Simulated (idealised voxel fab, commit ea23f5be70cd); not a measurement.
You're looking at the process module voxel wiring stack.
Displayed cross-section: cut, width of 250 nm, square cells sized 5 nm.
Bands, listed from the top down, are how a cross-section gets written in this document; the cross-section itself is a grid of square cells, and a band is one or more rows of them. Band: top and bottom heights (nm) first, top before bottom; then materials from left to right, widths in nm. "full width" marks a sole material filling the band edge to edge. "empty" denotes empty space. Beneath 0, the wafer as received is one material, and that level is where height counting begins. The lowest band goes on downward without a bottom; it is written like "0..down". Top row gets the first number, bottom row gets the second, and each row in between changes by the same step: that is how a band width like "30 to 40" works. "identical to before" for a step: no cell of the cross-section changed in that step. "Cavities, sealed" lists enclosed empty spaces (at least 8 cells, no open path upward to the top), each as width x height at distance from the left edge, in nm. Post-settings text on a step line: simulator's own remark regarding the step. The optional step-line setting "overlay nm" applies to steps with a mask and quantifies how far to the right of its planned location the mask lay, a negative value indicating leftward placement.

Steps planned for the process
step 1: op RECEIVE | material Si
step 2: op CONFORMAL_DEP | material SiO2 | thk nm 10
step 3: op DIRECTIONAL_DEP | material TiN | thk nm 5
step 4: op DIRECTIONAL_DEP | material Ru | thk nm 20
step 5: op DIRECTIONAL_DEP | material aC | thk nm 15
step 6: op PATTERN | tone cover | mask id METAL_1 | material resist | width nm 30 | pitch nm 55 | thk nm 30 | overlay nm 0
step 7: op DIRECTIONAL_ETCH | etch materials aC | depth nm 15
step 8: op STRIP | etch materials resist
step 9: op DIRECTIONAL_ETCH | etch materials Ru | depth nm 20
step 10: op DIRECTIONAL_ETCH | etch materials TiN | depth nm 5
step 11: op STRIP | etch materials aC
step 12: op FILL_DEP | material SiO2 | thk nm 5
step 13: op CMP | height nm 35
step 14: op CONFORMAL_DEP | material SiCN | thk nm 5
step 15: op DIRECTIONAL_DEP | material SiO2 | thk nm 10
step 16: op PATTERN | tone open | mask id PLUG_1 | material resist | width nm 15 | pitch nm 55 | thk nm 15 | overlay nm 0
step 17: op DIRECTIONAL_ETCH | etch materials SiO2 | depth nm 10
step 18: op DIRECTIONAL_ETCH | etch materials SiCN | depth nm 5
step 19: op STRIP | etch materials resist
step 20: op CONFORMAL_DEP | material TiN | thk nm 5
step 21: op FILL_DEP | material W | thk nm 10
step 22: op CMP | height nm 50
step 23: op DIRECTIONAL_DEP | material TiN | thk nm 5
step 24: op DIRECTIONAL_DEP | material W | thk nm 20
step 25: op PATTERN | tone cover | mask id METAL_2 | material resist | width nm 30 | pitch nm 55 | thk nm 15 | overlay nm 0
step 26: op DIRECTIONAL_ETCH | etch materials W | depth nm 20
step 27: op DIRECTIONAL_ETCH | etch materials TiN | depth nm 5
step 28: op STRIP | etch materials resist
step 29: op CONFORMAL_DEP | material SiCN | thk nm 5
step 30: op FILL_DEP | material SiO2 | thk nm 10
step 31: op CMP | height nm 75
step 32: op CONFORMAL_DEP | material SiCN | thk nm 5
step 33: op DIRECTIONAL_DEP | material SiO2 | thk nm 30
step 34: op DIRECTIONAL_DEP | material aC | thk nm 10
step 35: op PATTERN | tone open | mask id METAL_3 | material resist | width nm 30 | pitch nm 55 | thk nm 25 | overlay nm 0
step 36: op DIRECTIONAL_ETCH | etch materials aC | depth nm 10
step 37: op STRIP | etch materials resist
step 38: op DIRECTIONAL_ETCH | etch materials SiO2 | depth nm 15
step 39: op STRIP | etch materials aC
step 40: op PATTERN | tone open | mask id METAL_3_HOLES | material resist | width nm 15 | pitch nm 55 | thk nm 15 | overlay nm 0
step 41: op DIRECTIONAL_ETCH | etch materials SiO2 | depth nm 15
step 42: op DIRECTIONAL_ETCH | etch materials SiCN | depth nm 5
step 43: op STRIP | etch materials resist
step 44: op CONFORMAL_DEP | material TiN | thk nm 5
step 45: op FILL_DEP | material Cu | thk nm 10
step 46: op CMP | height nm 110
step 47: op CONFORMAL_DEP | material SiCN | thk nm 5
Every wafer here starts from the same state; it is the step 47 thk nm that distinguishes them, and the value the plan gives belongs to the first wafer.

Received condition of the first of several wafers, sectioned: post-step 1
- 0..down | Si full width
- Cavities, sealed: none

Row per wafer, end-of-module: cell gain (+)/loss (-) by material since the wafer came in, then closed voids
thk nm 5 | +36 Cu | +72 Ru | +188 SiCN | +665 SiO2 | +111 TiN | +78 W | Cavities, sealed: none
thk nm 10 | +36 Cu | +72 Ru | +238 SiCN | +665 SiO2 | +111 TiN | +78 W | Cavities, sealed: none
thk nm 15 | +36 Cu | +72 Ru | +288 SiCN | +665 SiO2 | +111 TiN | +78 W | Cavities, sealed: none
thk nm 20 | +36 Cu | +72 Ru | +338 SiCN | +665 SiO2 | +111 TiN | +78 W | Cavities, sealed: none
